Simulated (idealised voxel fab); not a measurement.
Module name: voxel tone inversion (process module)
In the cross-section labelled cut, the width is 140 nm and each square cell is 5 nm.
How to read a cross-section here: the picture is a grid of square cells, written as bands going from the top down, and any band can span one or more rows of cells. Band: top and bottom heights (nm) first, top before bottom; then materials from left to right, widths in nm. "edge to edge" marks a sole material filling the band edge to edge. "air" denotes empty space. Height is counted from the level 0, under which the received wafer is composed throughout of one material. The lowest of the bands is not closed at the bottom but continues downward, in the notation "0 -> down". The width entry "30..40" should be interpreted row by row: the top row of cells in the band takes the first number, the bottom row takes the second number, and the change between adjacent rows is uniform throughout. "left unchanged" after a step means that no cell of the cross-section changed. "Closed cavities" contains a list of empty spaces, each no smaller than 8 cells and without an open way to the top, written in the form width x height at distance with the distance from the left edge and all three in nm. Heads up: the bit after the settings on a step's line is the simulator's remark on that step. You can add "overlay nm" to a step's line. For a step with a mask, it describes how far the mask lay to the right of its planned position, and a negative number describes a lay to the left.

The planned process steps are enumerated hereunder
| 1 | RECEIVE (material Si) |
| 2 | CONFORMAL_DEP (material SiCN; thk nm 5) |
| 3 | DIRECTIONAL_DEP (material aC; thk nm 20) |
| 4 | PATTERN (tone cover; mask id POSTS; material resist; width nm 25; pitch nm 40; thk nm 25; overlay nm 0) |
| 5 | DIRECTIONAL_ETCH (etch materials aC; depth nm 20) |
| 6 | STRIP (etch materials resist) |
| 7 | FILL_DEP (material lowk; thk nm 10) |
| 8 | CMP (height nm 25) |
| 9 | STRIP (etch materials aC) |

The cross-section here shows the wafer as received, i.e. in its state after step 1
- 0 -> down = Si edge to edge
- Closed cavities: none

End-of-module cross-section of the first of two wafers, processed as planned
- 25 -> 5 = 15 nm lowk, 25 nm air, 15 nm lowk, 25 nm air, 15 nm lowk, 25 nm air, 20 nm lowk
- 5 -> 0 = SiCN edge to edge
- 0 -> down = Si edge to edge
- Closed cavities: none

Cross-section, wafer two of two, end of module: same start and plan as wafer one, one error in execution
- 25 -> 5 = 15 nm SiCN, 25 nm air, 15 nm SiCN, 25 nm air, 15 nm SiCN, 25 nm air, 20 nm SiCN
- 5 -> 0 = SiCN edge to edge
- 0 -> down = Si edge to edge
- Closed cavities: none
Here's what went sideways: step 7 ran differently from the plan; actual operation with settings: FILL_DEP (material SiCN; thk nm 10)
At the finish, the second wafer shows more or fewer cells for some materials than the first does: +52 SiCN; -52 lowk
